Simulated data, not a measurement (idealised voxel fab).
process module | voxel ribs on slabs
cross-section cut | 220 nm wide | cells 5 nm
A cross-section is a grid of square cells, given in bands from the top down. A band is one or more rows of cells.
Each band's line starts with the height of the band's top and of its bottom, in nm. Then come its materials from left to right, each with its width in nm. One material with "throughout" fills the band from edge to edge. "air" is empty space.
Height 0 is the level under which the wafer as received is all one material. The lowest band goes on downwards, as in "0 down".
A width such as "30 to 40" changes by the same amount from each row of cells to the next, from the band's top row to its bottom row.
"no change" after a step means that no cell of the cross-section changed.
closed voids: empty space of 8 cells or more with no open way to the top, each as width x height at its distance from the left edge, in nm
after a step's settings: what the simulator itself notes on the step
overlay nm, on a step with a mask: how far to the right of its planned place the mask lay; to the left if negative
plan
1 op RECEIVE | material Si
2 op DIRECTIONAL_DEP | material SiO2 | thk nm 30
3 op DIRECTIONAL_DEP | material polySi | thk nm 15
4 op MASKED_ETCH | tone cover | mask id RIB | width nm 15 | etch materials polySi | depth nm 10 | overlay nm 0
5 op MASKED_ETCH | tone cover | mask id SLAB | width nm 65 | etch materials polySi | depth nm 5 | overlay nm 0
6 op FILL_DEP | material SiO2 | thk nm 25
7 op CMP | height nm 65
8 op DIRECTIONAL_DEP | material TiN | thk nm 10
9 op PATTERN | tone cover | mask id HEATER | material resist | width nm 25 | thk nm 20 | overlay nm 0
10 op DIRECTIONAL_ETCH | etch materials TiN | depth nm 10
11 op STRIP | etch materials resist
12 op CONFORMAL_DEP | material SiO2 | thk nm 5
as received, after step 1
  0 down: Si throughout
  closed voids: none
a wafer at the end: this start, this plan, one mistake
  80 to 75: air 90 | SiO2 35 | air 95
  75 to 70: air 90 | SiO2 5 | TiN 25 | SiO2 5 | air 95
  70 to 65: SiO2 95 | TiN 25 | SiO2 100
  65 to 45: SiO2 throughout
  45 to 35: SiO2 100 | polySi 20 | SiO2 100
  35 to 30: SiO2 75 | polySi 65 | SiO2 80
  30 to 0: SiO2 throughout
  0 down: Si throughout
  closed voids: none
what went wrong: step 4 ran as: op MASKED_ETCH | tone cover | mask id RIB | width nm 20 | etch materials polySi | depth nm 10 | overlay nm 0
